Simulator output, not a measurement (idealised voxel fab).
Herein follows the process module entitled voxel spacer lines.
The width of the displayed cross-section, cut, is 210 nm; its cells are square, with a size of 5 nm.
Cross-section layout: square cells on a grid; listed as bands, top to bottom; a band spans one or more cell rows.
Heads up on the band format: heights come first, top then bottom, in nm. After that it's the materials left to right, each with its width in nm. A single material flagged "all across" fills the whole band edge to edge, and "air" means there's empty space there.
Height datum 0, below which the as-received substrate wafer is one material. Lowest band open at the bottom, running downward: "0 nm and below".
A two-number width, for instance "30->40", indicates that the width is equal to the first number in the top row of the band and to the second number in the bottom row, and that it changes by a constant amount per row of cells.
What does "no alterations made" mean for a step? It means no cell of the cross-section changed in that step.
Any empty space of 8 cells or more lacking an open way to the top shows up in "Trapped voids" as width x height at distance, distance from the left edge, in nm.
Whatever follows a step's settings on its line is a remark the simulator itself makes about that step.
When a step includes a mask, the "overlay nm" setting on its line states how far to the right of its planned place that mask lay, and negative values state how far to the left.

## The planned process steps are enumerated hereunder
1 RECEIVE | material Si
2 CONFORMAL_DEP | material Al2O3 | thk nm 5
3 DIRECTIONAL_DEP | material polySi | thk nm 15
4 DIRECTIONAL_DEP | material aC | thk nm 20
5 PATTERN | tone cover | mask id MANDREL | material resist | width nm 15 | pitch nm 60 | thk nm 25 | overlay nm 0
6 DIRECTIONAL_ETCH | etch materials aC | depth nm 20
7 STRIP | etch materials resist
8 CONFORMAL_DEP | material SiO2 | thk nm 15
9 DIRECTIONAL_ETCH | etch materials SiO2 | depth nm 15
10 STRIP | etch materials aC
11 DIRECTIONAL_ETCH | etch materials polySi | depth nm 15
12 STRIP | etch materials SiO2
13 FILL_DEP | material SiO2 | thk nm 10
14 CMP | height nm 20

## Cross-section of the wafer as it came to us, i.e., already through step 1
    0 nm and below  Si all across
    Trapped voids: none

## First of two wafers: cross-section at end of module, run per plan
    20 nm to 5 nm  50 SiO2 | 15 polySi | 15 SiO2 | 15 polySi | 15 SiO2 | 15 polySi | 15 SiO2 | 15 polySi | 55 SiO2
    5 nm to 0 nm  Al2O3 all across
    0 nm and below  Si all across
    Trapped voids: none

## End-of-module cross-section of the second wafer: identical starting point and process plan to the first, with one processing mistake
    20 nm to 15 nm  Al2O3 all across
    15 nm to 0 nm  polySi all across
    0 nm and below  Si all across
    Trapped voids: none
Diagnosis: plan vs actual: 2 and 3 interchanged
Final tally in cells, some materials are higher or lower on the second wafer than on the first: SiO2: 90 fewer, polySi: 90 more
